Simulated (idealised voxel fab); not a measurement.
process module | voxel self aligned contacts
cross-section cut | 265 nm wide | cells 5 nm
A cross-section is a grid of square cells, given in bands from the top down. A band is one or more rows of cells.
Each band's line starts with the height of the band's top and of its bottom, in nm. Then come its materials from left to right, each with its width in nm. One material with "throughout" fills the band from edge to edge. "air" is empty space.
Height 0 is the level under which the wafer as received is all one material. The lowest band goes on downwards, as in "0 down".
A width such as "30 to 40" changes by the same amount from each row of cells to the next, from the band's top row to its bottom row.
"no change" after a step means that no cell of the cross-section changed.
closed voids: empty space of 8 cells or more with no open way to the top, each as width x height at its distance from the left edge, in nm
after a step's settings: what the simulator itself notes on the step
overlay nm, on a step with a mask: how far to the right of its planned place the mask lay; to the left if negative
plan
1 op RECEIVE | material Si
2 op CONFORMAL_DEP | material SiO2 | thk nm 5
3 op DIRECTIONAL_DEP | material polySi | thk nm 25
4 op DIRECTIONAL_DEP | material SiN | thk nm 20
5 op PATTERN | tone cover | mask id GATE | material resist | width nm 30 | pitch nm 70 | thk nm 20 | overlay nm 0
6 op DIRECTIONAL_ETCH | etch materials SiN | depth nm 20
7 op DIRECTIONAL_ETCH | etch materials polySi | depth nm 25
8 op STRIP | etch materials resist
9 op CONFORMAL_DEP | material SiN | thk nm 10
10 op DIRECTIONAL_ETCH | etch materials SiN | depth nm 10
11 op FILL_DEP | material SiO2 | thk nm 15
12 op CMP | height nm 60
13 op MASKED_ETCH | tone open | mask id CONTACT | width nm 50 | pitch nm 70 | etch materials SiO2 | depth nm 60 | overlay nm 0
14 op CONFORMAL_DEP | material TiN | thk nm 5
15 op FILL_DEP | material Ru | thk nm 10
16 op CMP | height nm 60
17 op CONFORMAL_DEP | material SiN | thk nm 5
as received, after step 1
  0 down: Si throughout
  closed voids: none
a wafer at the end: this start, this plan, one mistake
  65 to 60: SiN throughout
  60 to 50: SiO2 70 | TiN 5 to 20 | Ru 40 to 10 | TiN 5 to 20 | SiO2 20 | TiN 5 to 20 | Ru 40 to 10 | TiN 5 to 20 | SiO2 75
  50 to 30: SiO2 35 | SiN 50 | TiN 5 | Ru 10 | TiN 5 | SiN 50 | TiN 5 | Ru 10 | TiN 5 | SiN 50 | SiO2 40
  30 to 20: SiO2 35 | SiN 10 | polySi 30 | SiN 10 | TiN 5 | Ru 10 | TiN 5 | SiN 10 | polySi 30 | SiN 10 | TiN 5 | Ru 10 | TiN 5 | SiN 10 | polySi 30 | SiN 10 | SiO2 40
  20 to 15: SiO2 35 | SiN 10 | polySi 30 | SiN 10 | TiN 20 | SiN 10 | polySi 30 | SiN 10 | TiN 20 | SiN 10 | polySi 30 | SiN 10 | SiO2 40
  15 to 5: SiN 45 | polySi 30 | SiN 40 | polySi 30 | SiN 40 | polySi 30 | SiN 50
  5 to 0: SiO2 throughout
  0 down: Si throughout
  closed voids: none
what went wrong: steps 9 and 10 were swapped
